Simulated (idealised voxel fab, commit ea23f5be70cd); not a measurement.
Process module heading - voxel trench capacitor
Square cell edge 5 nm, section width 280 nm, ID cut.
A cross-section is a grid of square cells, given in bands from the top down. A band is one or more rows of cells. Read a band's entry like this: the first values are the height of its top and the height of its bottom in nm, and what follows is the sequence of materials from left to right, each with its width in nm. Note that "empty" is empty space, and that a single material marked "edge to edge" reaches across the band from edge to edge. Ref level 0: as-received wafer is one material below here. Bottom band extends down with no lower bound ("top 0, no bottom"). The width entry "30..40" should be interpreted row by row: the top row of cells in the band takes the first number, the bottom row takes the second number, and the change between adjacent rows is uniform throughout. "remains unaltered", as given for a step, is the statement that not any cell of the cross-section underwent a change during that step. So "Entrapped voids" is basically the list of trapped voids: any empty space of 8 cells or more that can't reach the top through an opening. They're written width x height at distance, the distance being from the left edge, and it's all nm. The remark found on a step's line after its settings is issued by the simulator itself and pertains to that step. You can add "overlay nm" to a step's line. For a step with a mask, it describes how far the mask lay to the right of its planned position, and a negative number describes a lay to the left.
## Set out below are the planned steps of the process
| 1 | RECEIVE,material Si |
| 2 | CONFORMAL_DEP,material SiN,thk nm 10 |
| 3 | PATTERN,tone open,mask id TRENCH,material resist,width nm 25,pitch nm 45,thk nm 15,overlay nm 0 |
| 4 | DIRECTIONAL_ETCH,etch materials SiN,depth nm 10 |
| 5 | DIRECTIONAL_ETCH,etch materials Si,depth nm 35 |
| 6 | STRIP,etch materials resist |
| 7 | CONFORMAL_DEP,material Al2O3,thk nm 5 |
| 8 | FILL_DEP,material polySi,thk nm 10 |
| 9 | CMP,height nm 10 |
## As-received state of the wafer in cross-section, equivalent to post-step 1
* top 0, no bottom: Si edge to edge
* Entrapped voids: none
## One mistake in running the module, otherwise start and plan as above: cross-section at the end
* top 10, bottom 0: 65 nm SiN | 5 nm Al2O3 | 10 nm polySi | 5 nm Al2O3 | 25 nm SiN | 5 nm Al2O3 | 10 nm polySi | 5 nm Al2O3 | 25 nm SiN | 5 nm Al2O3 | 10 nm polySi | 5 nm Al2O3 | 25 nm SiN | 5 nm Al2O3 | 10 nm polySi | 5 nm Al2O3 | 60 nm SiN
* top 0, bottom -30: 65 nm Si | 5 nm Al2O3 | 10 nm polySi | 5 nm Al2O3 | 25 nm Si | 5 nm Al2O3 | 10 nm polySi | 5 nm Al2O3 | 25 nm Si | 5 nm Al2O3 | 10 nm polySi | 5 nm Al2O3 | 25 nm Si | 5 nm Al2O3 | 10 nm polySi | 5 nm Al2O3 | 60 nm Si
* top -30, bottom -35: 65 nm Si | 20 nm Al2O3 | 25 nm Si | 20 nm Al2O3 | 25 nm Si | 20 nm Al2O3 | 25 nm Si | 20 nm Al2O3 | 60 nm Si
* top -35, no bottom: Si edge to edge
* Entrapped voids: none
Want to know what went wrong? step 3: run off-plan, actual operation and settings PATTERN,tone open,mask id TRENCH,material resist,width nm 20,pitch nm 45,thk nm 15,overlay nm 0
